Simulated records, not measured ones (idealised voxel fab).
Documented hereafter: the process module known as voxel transistor to metal.
Square cells of 5 nm make up the cross-section cut, whose width is 165 nm.
Notation: cross-section as square-cell grid; stated in bands, top first, going down; one or more cell rows per band. The band entry comprises the height of the band's top followed by the height of its bottom, expressed in nm, and subsequently the band's materials from left to right, each stated together with its width in nm. Where a single material is marked with the word "full width", that material fills the band from edge to edge. The word "blank" represents empty space. Ref level 0: as-received wafer is one material below here. Bottom band extends down with no lower bound ("0 nm and below"). A width such as "30->40" changes by the same amount from each row of cells to the next, from the band's top row to its bottom row. "no alteration" after a step means that no cell of the cross-section changed. Empty spaces counting at least 8 cells and having no open way to the top are listed in "Sealed internal cavities". The notation width x height at distance is used for each, the distance being from the left edge and all three values in nm. Text after the settings on a step's line: the simulator's own remark on that step. A step line may carry the setting "overlay nm", which, for steps involving a mask, states the distance by which the mask lay to the right of its intended position; negative values denote displacement to the left.
THE STEPS PLANNED FOR THE PROCESS ARE AS FOLLOWS
1. RECEIVE with material Si
2. OXIDIZE with depth nm 5
3. CONFORMAL_DEP with material SiN, thk nm 10
4. MASKED_ETCH with tone cover, mask id ACTIVE, width nm 110, etch materials SiN, depth nm 10, overlay nm 0
5. MASKED_ETCH with tone cover, mask id ACTIVE, width nm 110, etch materials SiO2, depth nm 5, overlay nm 0
6. MASKED_ETCH with tone cover, mask id ACTIVE, width nm 110, etch materials Si, depth nm 25, overlay nm 0
7. OXIDIZE with depth nm 5
8. FILL_DEP with material SiO2, thk nm 15
9. CMP with height nm 10
10. SELECTIVE_ETCH with etch materials SiO2, depth nm 5
11. STRIP with etch materials SiN
12. SELECTIVE_ETCH with etch materials SiO2, depth nm 5
13. OXIDIZE with depth nm 5
14. DIRECTIONAL_DEP with material polySi, thk nm 30
15. DIRECTIONAL_DEP with material SiCN, thk nm 15
16. PATTERN with tone cover, mask id GATE, material resist, width nm 30, thk nm 15, overlay nm 0
17. DIRECTIONAL_ETCH with etch materials SiCN, depth nm 25
18. DIRECTIONAL_ETCH with etch materials polySi, depth nm 40
19. STRIP with etch materials resist
20. CONFORMAL_DEP with material SiO2, thk nm 5
21. DIRECTIONAL_ETCH with etch materials SiO2, depth nm 5
22. CONFORMAL_DEP with material SiN, thk nm 10
23. DIRECTIONAL_ETCH with etch materials SiN, depth nm 10
24. DIRECTIONAL_ETCH with etch materials SiO2, depth nm 5
25. DIRECTIONAL_ETCH with etch materials Si, depth nm 5
26. EPI with material pSi, thk nm 10
27. FILL_DEP with material SiO2, thk nm 10
28. CMP with height nm 25
29. STRIP with etch materials polySi
30. SELECTIVE_ETCH with etch materials SiO2, depth nm 5
31. CONFORMAL_DEP with material HfO2, thk nm 5
32. CONFORMAL_DEP with material TiN, thk nm 5
33. FILL_DEP with material W, thk nm 5
34. CMP with height nm 20
35. DIRECTIONAL_DEP with material SiO2, thk nm 10
36. PATTERN with tone open, mask id CONTACT, material resist, width nm 15, pitch nm 75, thk nm 20, overlay nm 0
37. DIRECTIONAL_ETCH with etch materials SiO2, depth nm 30
38. STRIP with etch materials resist
39. CONFORMAL_DEP with material TiN, thk nm 5
40. FILL_DEP with material Ru, thk nm 10
41. CMP with height nm 30
42. DIRECTIONAL_DEP with material TiN, thk nm 5
43. DIRECTIONAL_DEP with material W, thk nm 15
44. PATTERN with tone cover, mask id METAL_1, material resist, width nm 15, pitch nm 75, thk nm 20, overlay nm 0
45. DIRECTIONAL_ETCH with etch materials W, depth nm 15
46. DIRECTIONAL_ETCH with etch materials TiN, depth nm 5
47. STRIP with etch materials resist
48. FILL_DEP with material lowk, thk nm 5
49. CMP with height nm 50
50. CONFORMAL_DEP with material SiCN, thk nm 5
CROSS-SECTION OF THE WAFER AT RECEIPT, WHICH IS THE CONDITION AFTER STEP 1
  0 nm and below = Si full width
  Sealed internal cavities: none
CROSS-SECTION TAKEN AT MODULE COMPLETION ON THE FIRST OF TWO WAFERS; PROCESSED PER THE PLAN
  55 nm to 50 nm = SiCN full width
  50 nm to 35 nm = lowk 35, W 15, lowk 60, W 15, lowk 40
  35 nm to 30 nm = lowk 35, TiN 15, lowk 60, TiN 15, lowk 40
  30 nm to 20 nm = SiO2 35, TiN 5, Ru 5, TiN 5, SiO2 60, TiN 5, Ru 5, TiN 5, SiO2 40
  20 nm to 5 nm = SiO2 35, TiN 5, Ru 5, TiN 5, SiN 10, HfO2 5, TiN 5, W 20, TiN 5, HfO2 5, SiN 10, TiN 5, Ru 5, TiN 5, SiO2 40
  5 nm to 0 nm = SiO2 35, TiN 15, SiN 10, HfO2 5, TiN 5, W 20, TiN 5, HfO2 5, SiN 10, TiN 15, SiO2 40
  0 nm to -5 nm = SiO2 25, SiN 10, pSi 15, SiN 10, HfO2 5, TiN 30, HfO2 5, SiN 10, pSi 15, SiN 10, SiO2 30
  -5 nm to -10 nm = SiO2 35, pSi 15, SiO2 10, HfO2 40, SiO2 10, pSi 15, SiO2 40
  -10 nm to -15 nm = SiO2 30, Si 5, pSi 15, Si 60, pSi 15, Si 5, SiO2 35
  -15 nm to -35 nm = SiO2 30, Si 100, SiO2 35
  -35 nm and below = Si full width
  Sealed internal cavities: none
SECOND WAFER OF THE TWO, SECTIONED AT THE END OF THE MODULE. IT BEGAN LIKE THE FIRST AND FOLLOWED THE SAME PLAN, BUT ONE MISTAKE WAS MADE WHILE RUNNING IT
  55 nm to 50 nm = SiCN full width
  50 nm to 35 nm = lowk 35, W 15, lowk 60, W 15, lowk 40
  35 nm to 30 nm = lowk 35, TiN 15, lowk 60, TiN 15, lowk 40
  30 nm to 20 nm = SiO2 30, TiN 5, Ru 15->10, TiN 5->10, SiO2 50, TiN 5->10, Ru 15->10, TiN 5, SiO2 35
  20 nm to 5 nm = SiO2 30, TiN 5, Ru 10, TiN 5, SiN 10, HfO2 5, TiN 5, W 20, TiN 5, HfO2 5, SiN 10, TiN 5, Ru 10, TiN 5, SiO2 35
  5 nm to 0 nm = SiO2 30, TiN 20, SiN 10, HfO2 5, TiN 5, W 20, TiN 5, HfO2 5, SiN 10, TiN 20, SiO2 35
  0 nm to -5 nm = SiO2 25, SiN 10, pSi 15, SiN 10, HfO2 5, TiN 30, HfO2 5, SiN 10, pSi 15, SiN 10, SiO2 30
  -5 nm to -10 nm = SiO2 35, pSi 15, SiO2 10, HfO2 40, SiO2 10, pSi 15, SiO2 40
  -10 nm to -15 nm = SiO2 30, Si 5, pSi 15, Si 60, pSi 15, Si 5, SiO2 35
  -15 nm to -35 nm = SiO2 30, Si 100, SiO2 35
  -35 nm and below = Si full width
  Sealed internal cavities: none
Deviation noted in wafer processing: not per plan at step 36, really ran PATTERN with tone open, mask id CONTACT, material resist, width nm 25, pitch nm 75, thk nm 20, overlay nm 0
Final cells, second wafer relative to first, materials higher or lower: +12 Ru | -16 SiO2 | +4 TiN
